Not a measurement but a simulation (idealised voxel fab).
Process module under the name voxel ribs on slabs
The cross-section shown here is cut; it is 240 nm wide and divided into square cells measuring 5 nm on a side.
Cross-section = grid of square cells, listed top down in bands; band = one or more rows. Top height, bottom height, nm. Materials left to right, width each, nm. Single material + "throughout" = fills band edge to edge. "empty" = empty. Height datum 0, below which the as-received substrate wafer is one material. Lowest band open at the bottom, running downward: "0 down". You'd read "30 to 40" like this: the band's top row of cells is as wide as the first number, its bottom row is as wide as the second, and going down, every row changes width by the same amount as the row before did. Step marked "nothing different"? Then no cell in the cross-section changed in it. In "Completely sealed voids" the enclosed voids are listed, meaning empty spaces of 8 cells or larger without any opening to the top. The form is width x height at distance, distance from the left edge, units nm. Anything after a step's settings on that line? It's the simulator's own note about the step. A step's line can hold "overlay nm"; with a mask on that step, the setting says how far right of the planned place the mask lay, while a negative setting says it lay to the left.

## Process steps foreseen in the plan
1: RECEIVE [material Si]
2: DIRECTIONAL_DEP [material SiO2] [thk nm 30]
3: DIRECTIONAL_DEP [material SiN] [thk nm 20]
4: PATTERN [tone cover] [mask id RIB] [material resist] [width nm 20] [thk nm 15] [overlay nm 0]
5: DIRECTIONAL_ETCH [etch materials SiN] [depth nm 10]
6: STRIP [etch materials resist]
7: PATTERN [tone cover] [mask id SLAB] [material resist] [width nm 70] [thk nm 15] [overlay nm 0]
8: DIRECTIONAL_ETCH [etch materials SiN] [depth nm 10]
9: STRIP [etch materials resist]
10: FILL_DEP [material SiO2] [thk nm 30]
11: CMP [height nm 70]
12: DIRECTIONAL_DEP [material W] [thk nm 10]
13: MASKED_ETCH [tone cover] [mask id HEATER] [width nm 20] [etch materials W] [depth nm 10] [overlay nm 0]
14: CONFORMAL_DEP [material SiO2] [thk nm 10]
Be aware that, although all wafers share a common starting state, the width nm at step 13 differs among them, and the plan displays the first wafer's value.

## As-received state after step 1, first of several wafers, cross-section
  0 down = Si throughout
  Completely sealed voids: none

## The following table contains a row per wafer, in which are reported, at the conclusion of the module, the cells of each material gained (+) or lost (-) since the wafer's receipt, with its closed voids given thereafter
width nm 20; +36 SiN; +740 SiO2; +8 W; Completely sealed voids: none
width nm 25; +36 SiN; +740 SiO2; +10 W; Completely sealed voids: none
width nm 30; +36 SiN; +740 SiO2; +12 W; Completely sealed voids: none
width nm 35; +36 SiN; +740 SiO2; +14 W; Completely sealed voids: none
width nm 40; +36 SiN; +740 SiO2; +16 W; Completely sealed voids: none
width nm 45; +36 SiN; +740 SiO2; +18 W; Completely sealed voids: none
